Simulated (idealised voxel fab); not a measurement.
process module | voxel double patterning
cross-section cut | 235 nm wide | cells 5 nm
A cross-section is a grid of square cells, given in bands from the top down. A band is one or more rows of cells.
Each band's line starts with the height of the band's top and of its bottom, in nm. Then come its materials from left to right, each with its width in nm. One material with "throughout" fills the band from edge to edge. "air" is empty space.
Height 0 is the level under which the wafer as received is all one material. The lowest band goes on downwards, as in "0 down".
A width such as "30 to 40" changes by the same amount from each row of cells to the next, from the band's top row to its bottom row.
"no change" after a step means that no cell of the cross-section changed.
closed voids: empty space of 8 cells or more with no open way to the top, each as width x height at its distance from the left edge, in nm
after a step's settings: what the simulator itself notes on the step
overlay nm, on a step with a mask: how far to the right of its planned place the mask lay; to the left if negative
plan
1 op RECEIVE | material Si
2 op CONFORMAL_DEP | material SiN | thk nm 10
3 op DIRECTIONAL_DEP | material SiO2 | thk nm 20
4 op DIRECTIONAL_DEP | material SiCN | thk nm 5
5 op MASKED_ETCH | tone open | mask id FIRST | width nm 15 | pitch nm 50 | etch materials SiCN | depth nm 5 | overlay nm 0
6 op DIRECTIONAL_DEP | material aC | thk nm 15
7 op PATTERN | tone open | mask id SECOND | material resist | width nm 15 | pitch nm 50 | thk nm 35 | overlay nm 0
8 op DIRECTIONAL_ETCH | etch materials aC | depth nm 15
9 op STRIP | etch materials resist
10 op DIRECTIONAL_ETCH | etch materials SiCN | depth nm 5
11 op STRIP | etch materials aC
12 op DIRECTIONAL_ETCH | etch materials SiO2 | depth nm 20
13 op STRIP | etch materials SiCN
first wafer, as planned
as received, after step 1
  0 down: Si throughout
  closed voids: none
after step 2
  10 to 0: SiN throughout
  below 0: unchanged
after step 3
  30 to 10: SiO2 throughout
  below 10: unchanged
after step 4
  35 to 30: SiCN throughout
  below 30: unchanged
after step 5
  35 to 30: SiCN 60 | air 15 | SiCN 35 | air 15 | SiCN 35 | air 15 | SiCN 60
  below 30: unchanged
after step 6
  50 to 45: aC 60 | air 15 | aC 35 | air 15 | aC 35 | air 15 | aC 60
  45 to 35: aC throughout
  35 to 30: SiCN 60 | aC 15 | SiCN 35 | aC 15 | SiCN 35 | aC 15 | SiCN 60
  below 30: unchanged
after step 7
  85 to 50: resist 85 | air 15 | resist 35 | air 15 | resist 85
  50 to 45: aC 60 | resist 15 | aC 35 | resist 15 | aC 35 | resist 15 | aC 60
  below 45: unchanged
after step 8
  70 to 50: resist 85 | air 15 | resist 35 | air 15 | resist 85
  50 to 45: aC 60 | resist 15 | aC 10 | air 15 | aC 10 | resist 15 | aC 10 | air 15 | aC 10 | resist 15 | aC 60
  45 to 35: aC 85 | air 15 | aC 35 | air 15 | aC 85
  below 35: unchanged
after step 9
  50 to 45: aC 60 | air 15 | aC 10 | air 15 | aC 10 | air 15 | aC 10 | air 15 | aC 10 | air 15 | aC 60
  below 45: unchanged
after step 10
  50 to 45: aC 60 | air 15 | aC 10 | air 15 | aC 10 | air 15 | aC 10 | air 15 | aC 10 | air 15 | aC 60
  45 to 35: aC 85 | air 15 | aC 35 | air 15 | aC 85
  35 to 30: SiCN 60 | aC 15 | SiCN 10 | air 15 | SiCN 10 | aC 15 | SiCN 10 | air 15 | SiCN 10 | aC 15 | SiCN 60
  below 30: unchanged
after step 11
  35 to 30: SiCN 60 | air 15 | SiCN 10 | air 15 | SiCN 10 | air 15 | SiCN 10 | air 15 | SiCN 10 | air 15 | SiCN 60
  below 30: unchanged
after step 12
  35 to 30: SiCN 60 | air 15 | SiCN 10 | air 15 | SiCN 10 | air 15 | SiCN 10 | air 15 | SiCN 10 | air 15 | SiCN 60
  30 to 10: SiO2 60 | air 15 | SiO2 10 | air 15 | SiO2 10 | air 15 | SiO2 10 | air 15 | SiO2 10 | air 15 | SiO2 60
  below 10: unchanged
after step 13
  30 to 10: SiO2 60 | air 15 | SiO2 10 | air 15 | SiO2 10 | air 15 | SiO2 10 | air 15 | SiO2 10 | air 15 | SiO2 60
  below 10: unchanged
second wafer: like start, like plan, one mistake. Through step 2 it matches the first wafer
when step 3 should have ended
  50 to 10: SiO2 throughout
  below 10: unchanged
when step 4 should have ended
  55 to 50: SiCN throughout
  below 50: unchanged
when step 5 should have ended
  55 to 50: SiCN 60 | air 15 | SiCN 35 | air 15 | SiCN 35 | air 15 | SiCN 60
  below 50: unchanged
when step 6 should have ended
  70 to 65: aC 60 | air 15 | aC 35 | air 15 | aC 35 | air 15 | aC 60
  65 to 55: aC throughout
  55 to 50: SiCN 60 | aC 15 | SiCN 35 | aC 15 | SiCN 35 | aC 15 | SiCN 60
  below 50: unchanged
when step 7 should have ended
  105 to 70: resist 85 | air 15 | resist 35 | air 15 | resist 85
  70 to 65: aC 60 | resist 15 | aC 35 | resist 15 | aC 35 | resist 15 | aC 60
  below 65: unchanged
when step 8 should have ended
  90 to 70: resist 85 | air 15 | resist 35 | air 15 | resist 85
  70 to 65: aC 60 | resist 15 | aC 10 | air 15 | aC 10 | resist 15 | aC 10 | air 15 | aC 10 | resist 15 | aC 60
  65 to 55: aC 85 | air 15 | aC 35 | air 15 | aC 85
  below 55: unchanged
when step 9 should have ended
  70 to 65: aC 60 | air 15 | aC 10 | air 15 | aC 10 | air 15 | aC 10 | air 15 | aC 10 | air 15 | aC 60
  below 65: unchanged
when step 10 should have ended
  70 to 65: aC 60 | air 15 | aC 10 | air 15 | aC 10 | air 15 | aC 10 | air 15 | aC 10 | air 15 | aC 60
  65 to 55: aC 85 | air 15 | aC 35 | air 15 | aC 85
  55 to 50: SiCN 60 | aC 15 | SiCN 10 | air 15 | SiCN 10 | aC 15 | SiCN 10 | air 15 | SiCN 10 | aC 15 | SiCN 60
  below 50: unchanged
when step 11 should have ended
  55 to 50: SiCN 60 | air 15 | SiCN 10 | air 15 | SiCN 10 | air 15 | SiCN 10 | air 15 | SiCN 10 | air 15 | SiCN 60
  below 50: unchanged
when step 12 should have ended
  55 to 50: SiCN 60 | air 15 | SiCN 10 | air 15 | SiCN 10 | air 15 | SiCN 10 | air 15 | SiCN 10 | air 15 | SiCN 60
  50 to 30: SiO2 60 | air 15 | SiO2 10 | air 15 | SiO2 10 | air 15 | SiO2 10 | air 15 | SiO2 10 | air 15 | SiO2 60
  below 30: unchanged
when step 13 should have ended
  50 to 30: SiO2 60 | air 15 | SiO2 10 | air 15 | SiO2 10 | air 15 | SiO2 10 | air 15 | SiO2 10 | air 15 | SiO2 60
  below 30: unchanged
what went wrong: step 3 was run twice
at the end the second wafer has, in cells: 188 more of SiO2
